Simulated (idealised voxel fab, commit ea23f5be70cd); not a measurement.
Process module in this document: voxel air gaps
The cross-section on display is named cut; it measures 265 nm wide, and its cells are 5 nm squares.
Cross-section format: a grid of square cells, given as bands from top to bottom; each band is one or more rows of cells.
This entry defines a band. It first specifies the height of the band's top and the height of its bottom in nm, and then specifies the band's materials from left to right, stating each material with its width in nm. The word "all across" identifies a single material that fills the band from edge to edge, while the word "blank" identifies empty space.
Height reference: 0 = level under which incoming wafer is all one material. Lowest band: no bottom, runs on downward, e.g. "0 and below".
Read "30 to 40" as a graded width: first number on top, second number at the bottom, same change between each pair of neighbouring rows.
What does "remained the same" mean for a step? It means no cell of the cross-section changed in that step.
Enclosed voids (no open way to top), threshold 8 cells or more, entry "Unvented voids", notation width x height at distance, distance from left edge, nm.
Note: text after step settings on the step line = simulator remark on that step.
On any step carrying a mask, the "overlay nm" setting, if present on the step's line, tells how far right of its planned place the mask lay; negative values point to the left.

### Listed below are the process steps as planned
- 1: op RECEIVE | material Si
- 2: op CONFORMAL_DEP | material SiO2 | thk nm 10
- 3: op CONFORMAL_DEP | material SiCN | thk nm 5
- 4: op DIRECTIONAL_DEP | material lowk | thk nm 40
- 5: op PATTERN | tone open | mask id LINES | material resist | width nm 20 | pitch nm 45 | thk nm 15 | overlay nm 0
- 6: op DIRECTIONAL_ETCH | etch materials lowk | depth nm 40
- 7: op STRIP | etch materials resist
- 8: op CONFORMAL_DEP | material TiN | thk nm 5
- 9: op FILL_DEP | material W | thk nm 5
- 10: op CMP | height nm 55
- 11: op EPI | material Ru | thk nm 10
- 12: op SELECTIVE_ETCH | etch materials lowk | depth nm 50
- 13: op CONFORMAL_DEP | material SiCN | thk nm 5

### This is the cross-section of the wafer as we received it, i.e. after step 1
	0 and below: Si all across
	Unvented voids: none

### Sectioned view, first of two wafers, at the close of the module, processed as intended in the plan
	70 down to 65: blank=40; SiCN=185; blank=40
	65 down to 55: blank=40; SiCN=5; Ru=40; SiCN=5; Ru=40; SiCN=5; Ru=40; SiCN=5; Ru=40; SiCN=5; blank=40
	55 down to 50: blank=40; SiCN=15; TiN=5; W=10; TiN=5; SiCN=25; TiN=5; W=10; TiN=5; SiCN=25; TiN=5; W=10; TiN=5; SiCN=25; TiN=5; W=10; TiN=5; SiCN=15; blank=40
	50 down to 20: blank=50; SiCN=5; TiN=5; W=10; TiN=5; SiCN=5; blank=15; SiCN=5; TiN=5; W=10; TiN=5; SiCN=5; blank=15; SiCN=5; TiN=5; W=10; TiN=5; SiCN=5; blank=15; SiCN=5; TiN=5; W=10; TiN=5; SiCN=5; blank=50
	20 down to 15: SiCN=55; TiN=20; SiCN=25; TiN=20; SiCN=25; TiN=20; SiCN=25; TiN=20; SiCN=55
	15 down to 10: SiCN all across
	10 down to 0: SiO2 all across
	0 and below: Si all across
	Unvented voids: 15 x 30 at 80; 15 x 30 at 125; 15 x 30 at 170

### Presented here is a cross-section of the second of the two wafers as it stood at the end of the module. It was started in the same manner and assigned the same plan as the first wafer; however, one mistake was made in its execution
	70 down to 65: blank=40; W=185; blank=40
	65 down to 55: blank=40; W=5; Ru=40; W=5; Ru=40; W=5; Ru=40; W=5; Ru=40; W=5; blank=40
	55 down to 50: blank=40; W=15; TiN=5; W=10; TiN=5; W=25; TiN=5; W=10; TiN=5; W=25; TiN=5; W=10; TiN=5; W=25; TiN=5; W=10; TiN=5; W=15; blank=40
	50 down to 20: blank=50; W=5; TiN=5; W=10; TiN=5; W=5; blank=15; W=5; TiN=5; W=10; TiN=5; W=5; blank=15; W=5; TiN=5; W=10; TiN=5; W=5; blank=15; W=5; TiN=5; W=10; TiN=5; W=5; blank=50
	20 down to 15: W=55; TiN=20; W=25; TiN=20; W=25; TiN=20; W=25; TiN=20; W=55
	15 down to 10: SiCN all across
	10 down to 0: SiO2 all across
	0 and below: Si all across
	Unvented voids: 15 x 30 at 80; 15 x 30 at 125; 15 x 30 at 170
Nonconformance to the process plan: in deviation from the planned setting, step 13 was conducted as op CONFORMAL_DEP | material W | thk nm 5
Materials where the second wafer ends with more or fewer cells than the first: -153 SiCN, +153 W
